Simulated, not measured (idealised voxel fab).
Process module name: voxel self aligned contacts
Cross-section cut spans 290 nm and uses square cells 5 nm in size.
Cross-section = grid of square cells, listed top down in bands; band = one or more rows. Look at the band entry: it leads with the top's height and the bottom's height in nm. Then it lists the materials left to right, with a width in nm for each. The word "full width" on a single material says that material fills the band edge to edge. The word "empty" is empty space. Height datum 0, below which the as-received substrate wafer is one material. Lowest band open at the bottom, running downward: "0 -> down". Read "30..40" as a graded width: first number on top, second number at the bottom, same change between each pair of neighbouring rows. Step note "left unchanged" = no cross-section cell changed. Under "Completely sealed voids" you'll find the enclosed gaps, the ones with no way out to the top, that are 8 cells or bigger; each reads width x height at distance, with distance counted from the left edge, everything in nm. Past the settings on a step's line: simulator remark, on that step. For masked steps, "overlay nm" on the step line gives how far right of plan the mask actually lay; a minus sign means it lay to the left.
# This section lists the process steps that were planned
1: RECEIVE [material Si]
2: CONFORMAL_DEP [material SiO2] [thk nm 5]
3: DIRECTIONAL_DEP [material polySi] [thk nm 25]
4: DIRECTIONAL_DEP [material SiN] [thk nm 20]
5: DIRECTIONAL_DEP [material aC] [thk nm 10]
6: PATTERN [tone cover] [mask id GATE] [material resist] [width nm 35] [pitch nm 60] [thk nm 25] [overlay nm -15]
7: DIRECTIONAL_ETCH [etch materials aC] [depth nm 10]
8: STRIP [etch materials resist]
9: DIRECTIONAL_ETCH [etch materials SiN] [depth nm 20]
10: DIRECTIONAL_ETCH [etch materials polySi] [depth nm 25]
11: STRIP [etch materials aC]
12: CONFORMAL_DEP [material SiN] [thk nm 5]
13: DIRECTIONAL_ETCH [etch materials SiN] [depth nm 5]
14: FILL_DEP [material SiO2] [thk nm 10]
15: CMP [height nm 55]
16: MASKED_ETCH [tone open] [mask id CONTACT] [width nm 35] [etch materials SiO2] [depth nm 55] [overlay nm 0]
17: CONFORMAL_DEP [material TiN] [thk nm 5]
18: FILL_DEP [material W] [thk nm 5]
19: CMP [height nm 55]
20: CONFORMAL_DEP [material SiN] [thk nm 5]
The wafers in this document start out alike and differ in the overlay nm applied at step 6; the plan shows the value used for the first wafer.
# Received condition of the first of several wafers, sectioned: post-step 1
	0 -> down: Si full width
	Completely sealed voids: none
# first wafer at the end, after step 20
	60 -> 55: SiN full width
	55 -> 50: 125 of SiO2  35 of TiN  130 of SiO2
	50 -> 30: 75 of SiO2  45 of SiN  5 of SiO2  10 of TiN  45 of SiN  110 of SiO2
	30 -> 5: 75 of SiO2  5 of SiN  35 of polySi  5 of SiN  5 of SiO2  10 of TiN  5 of SiN  35 of polySi  5 of SiN  110 of SiO2
	5 -> 0: 125 of SiO2  10 of TiN  155 of SiO2
	0 -> down: Si full width
	Completely sealed voids: none
# Sectional view of the last wafer upon completion of the module
	60 -> 55: SiN full width
	55 -> 50: 125 of SiO2  35 of TiN  130 of SiO2
	50 -> 30: 105 of SiO2  45 of SiN  10 of TiN  5 of SiO2  45 of SiN  80 of SiO2
	30 -> 5: 105 of SiO2  5 of SiN  35 of polySi  5 of SiN  10 of TiN  5 of SiO2  5 of SiN  35 of polySi  5 of SiN  80 of SiO2
	5 -> 0: 150 of SiO2  10 of TiN  130 of SiO2
	0 -> down: Si full width
	Completely sealed voids: none
# each wafer at the end: cells of each material gained (+) or lost (-) since it was received, then its closed voids
overlay nm -15 | +150 SiN | +449 SiO2 | +27 TiN | +70 polySi | Completely sealed voids: none
overlay nm -10 | +150 SiN | +439 SiO2 | +27 TiN | +10 W | +70 polySi | Completely sealed voids: none
overlay nm -5 | +150 SiN | +439 SiO2 | +27 TiN | +10 W | +70 polySi | Completely sealed voids: none
overlay nm 0 | +150 SiN | +439 SiO2 | +27 TiN | +10 W | +70 polySi | Completely sealed voids: none
overlay nm 5 | +150 SiN | +439 SiO2 | +27 TiN | +10 W | +70 polySi | Completely sealed voids: none
overlay nm 10 | +150 SiN | +439 SiO2 | +27 TiN | +10 W | +70 polySi | Completely sealed voids: none
overlay nm 15 | +150 SiN | +449 SiO2 | +27 TiN | +70 polySi | Completely sealed voids: none
